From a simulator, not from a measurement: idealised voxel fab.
Process module heading - voxel gate over fins
Each square cell in cross-section cut measures 5 nm, and the section as a whole is 300 nm wide.
We lay out every cross-section as a grid of square cells and spell it out in bands from the top down, where one band means one or more rows of cells. Per band: top height and bottom height in nm, followed by the left-to-right materials and their widths in nm; "edge to edge" marks a single material spanning edge to edge, "blank" marks empty space. Ref level 0: as-received wafer is one material below here. Bottom band extends down with no lower bound ("from 0 down"). It should be noted that a width expressed as "30 to 40" varies in equal increments from row to row of cells within the band, taking the value of the first number at the top row and that of the second number at the bottom row. What does "all unchanged" mean for a step? It means no cell of the cross-section changed in that step. Under "Closed void list" you'll find the enclosed gaps, the ones with no way out to the top, that are 8 cells or bigger; each reads width x height at distance, with distance counted from the left edge, everything in nm. after a step's settings: what the simulator itself notes on the step. overlay nm: where the mask lay relative to plan, measured to the right, on steps with a mask; negatives go left.
This section lists the process steps that were planned
| 1 | RECEIVE | material Si |
| 2 | CONFORMAL_DEP | material SiN | thk nm 5 |
| 3 | MASKED_ETCH | tone cover | mask id FINS | width nm 15 | pitch nm 40 | etch materials SiN | depth nm 5 | overlay nm 0 |
| 4 | MASKED_ETCH | tone cover | mask id FINS | width nm 15 | pitch nm 40 | etch materials Si | depth nm 40 | overlay nm 0 |
| 5 | OXIDIZE | depth nm 5 |
| 6 | FILL_DEP | material SiO2 | thk nm 15 |
| 7 | CMP | height nm 5 |
| 8 | SELECTIVE_ETCH | etch materials SiO2 | depth nm 20 |
| 9 | STRIP | etch materials SiN |
| 10 | CONFORMAL_DEP | material HfO2 | thk nm 5 |
| 11 | CONFORMAL_DEP | material TiN | thk nm 5 |
| 12 | FILL_DEP | material W | thk nm 15 |
| 13 | CMP | height nm 20 |
| 14 | CONFORMAL_DEP | material SiN | thk nm 5 |
Incoming wafer in cross-section (state: after step 1)
* from 0 down | Si edge to edge
* Closed void list: none
Cross-section: first of two wafers, module finished, run according to plan
* from 25 to 20 | SiN edge to edge
* from 20 to 10 | W edge to edge
* from 10 to 5 | 95 of W; 25 of TiN; 15 of W; 25 of TiN; 15 of W; 25 of TiN; 100 of W
* from 5 to 0 | 95 of W; 5 of TiN; 15 of HfO2; 5 of TiN; 15 of W; 5 of TiN; 15 of HfO2; 5 of TiN; 15 of W; 5 of TiN; 15 of HfO2; 5 of TiN; 100 of W
* from 0 to -5 | 95 of W; 5 of TiN; 5 of HfO2; 5 of Si; 5 of HfO2; 5 of TiN; 15 of W; 5 of TiN; 5 of HfO2; 5 of Si; 5 of HfO2; 5 of TiN; 15 of W; 5 of TiN; 5 of HfO2; 5 of Si; 5 of HfO2; 5 of TiN; 100 of W
* from -5 to -10 | 100 of TiN; 5 of HfO2; 5 of Si; 5 of HfO2; 25 of TiN; 5 of HfO2; 5 of Si; 5 of HfO2; 25 of TiN; 5 of HfO2; 5 of Si; 5 of HfO2; 105 of TiN
* from -10 to -15 | 105 of HfO2; 5 of Si; 35 of HfO2; 5 of Si; 35 of HfO2; 5 of Si; 110 of HfO2
* from -15 to -45 | 105 of SiO2; 5 of Si; 35 of SiO2; 5 of Si; 35 of SiO2; 5 of Si; 110 of SiO2
* from -45 down | Si edge to edge
* Closed void list: none
Module end: cross-section of wafer two of two. Same start and process plan as the first wafer. One mistake during execution
* from 25 to 20 | SiN edge to edge
* from 20 to 5 | W edge to edge
* from 5 to 0 | 95 of W; 25 of TiN; 15 of W; 25 of TiN; 15 of W; 25 of TiN; 100 of W
* from 0 to -5 | 95 of W; 5 of TiN; 15 of HfO2; 5 of TiN; 15 of W; 5 of TiN; 15 of HfO2; 5 of TiN; 15 of W; 5 of TiN; 15 of HfO2; 5 of TiN; 100 of W
* from -5 to -10 | 100 of TiN; 5 of HfO2; 5 of Si; 5 of HfO2; 25 of TiN; 5 of HfO2; 5 of Si; 5 of HfO2; 25 of TiN; 5 of HfO2; 5 of Si; 5 of HfO2; 105 of TiN
* from -10 to -15 | 105 of HfO2; 5 of Si; 35 of HfO2; 5 of Si; 35 of HfO2; 5 of Si; 110 of HfO2
* from -15 to -45 | 105 of SiO2; 5 of Si; 35 of SiO2; 5 of Si; 35 of SiO2; 5 of Si; 110 of SiO2
* from -45 down | Si edge to edge
* Closed void list: none
The plan and the run diverged here: no execution of plan step 2; skipped
FYI, end of process, the second wafer has more or fewer cells of some materials than the first: -6 HfO2 | -3 Si | -6 TiN | +15 W
